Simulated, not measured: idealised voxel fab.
process module | voxel ribs on slabs
Square cells of 5 nm make up the cross-section cut, whose width is 140 nm.
The cross-sections in this document take the form of a grid made of square cells. They are written out as bands, in order from top to bottom. Each band consists of one or more rows of cells. Look at the band entry: it leads with the top's height and the bottom's height in nm. Then it lists the materials left to right, with a width in nm for each. The word "throughout" on a single material says that material fills the band edge to edge. The word "air" is empty space. Zero point of the height axis is 0; under it, received wafer = one material. Lowest band: continues down indefinitely, "0 and below". Quick explanation for "30->40": the width changes in equal steps down the rows of cells, from the first number in the band's top row to the second number in its bottom row. When a step is marked "nothing was modified", none of the cells in the cross-section changed during that step. Enclosed voids (no open way to top), threshold 8 cells or more, entry "closed voids", notation width x height at distance, distance from left edge, nm. Post-settings text on a step line: simulator's own remark regarding the step. overlay nm: mask right of planned place by this much (step with mask). Neg. = left.

Listed below are the process steps as planned:
1. RECEIVE, material Si
2. DIRECTIONAL_DEP, material SiO2, thk nm 30
3. DIRECTIONAL_DEP, material SiN, thk nm 20
4. DIRECTIONAL_DEP, material aC, thk nm 15
5. PATTERN, tone cover, mask id RIB, material resist, width nm 20, thk nm 35, overlay nm 0
6. DIRECTIONAL_ETCH, etch materials aC, depth nm 15
7. STRIP, etch materials resist
8. DIRECTIONAL_ETCH, etch materials SiN, depth nm 10
9. STRIP, etch materials aC
10. DIRECTIONAL_DEP, material aC, thk nm 15
11. PATTERN, tone cover, mask id SLAB, material resist, width nm 50, thk nm 35, overlay nm 0
12. DIRECTIONAL_ETCH, etch materials aC, depth nm 15
13. STRIP, etch materials resist
14. DIRECTIONAL_ETCH, etch materials SiN, depth nm 10
15. STRIP, etch materials aC
16. FILL_DEP, material SiO2, thk nm 25
17. CMP, height nm 65
18. DIRECTIONAL_DEP, material TiN, thk nm 5
19. DIRECTIONAL_DEP, material aC, thk nm 10
20. PATTERN, tone cover, mask id HEATER, material resist, width nm 20, thk nm 25, overlay nm 0
21. DIRECTIONAL_ETCH, etch materials aC, depth nm 10
22. STRIP, etch materials resist
23. DIRECTIONAL_ETCH, etch materials TiN, depth nm 5
24. STRIP, etch materials aC
25. CONFORMAL_DEP, material SiN, thk nm 10
The plan shows the width nm of step 20 as the first wafer had it; this setting differs between the wafers, which start out alike.

As received, i.e. after step 1: cross-section through the first of several wafers:
> 0 and below = Si throughout
> closed voids: none

Note: the following table is arranged by wafer, a row apiece. Each row reports the end-of-module state: per material, cells gained (+) or cells lost (-) compared with the wafer as received; closed voids follow:
width nm 20 | +88 SiN | +336 SiO2 | +4 TiN | closed voids: none
width nm 25 | +88 SiN | +336 SiO2 | +5 TiN | closed voids: none
width nm 30 | +88 SiN | +336 SiO2 | +6 TiN | closed voids: none
width nm 35 | +88 SiN | +336 SiO2 | +7 TiN | closed voids: none
width nm 40 | +88 SiN | +336 SiO2 | +8 TiN | closed voids: none
width nm 45 | +88 SiN | +336 SiO2 | +9 TiN | closed voids: none
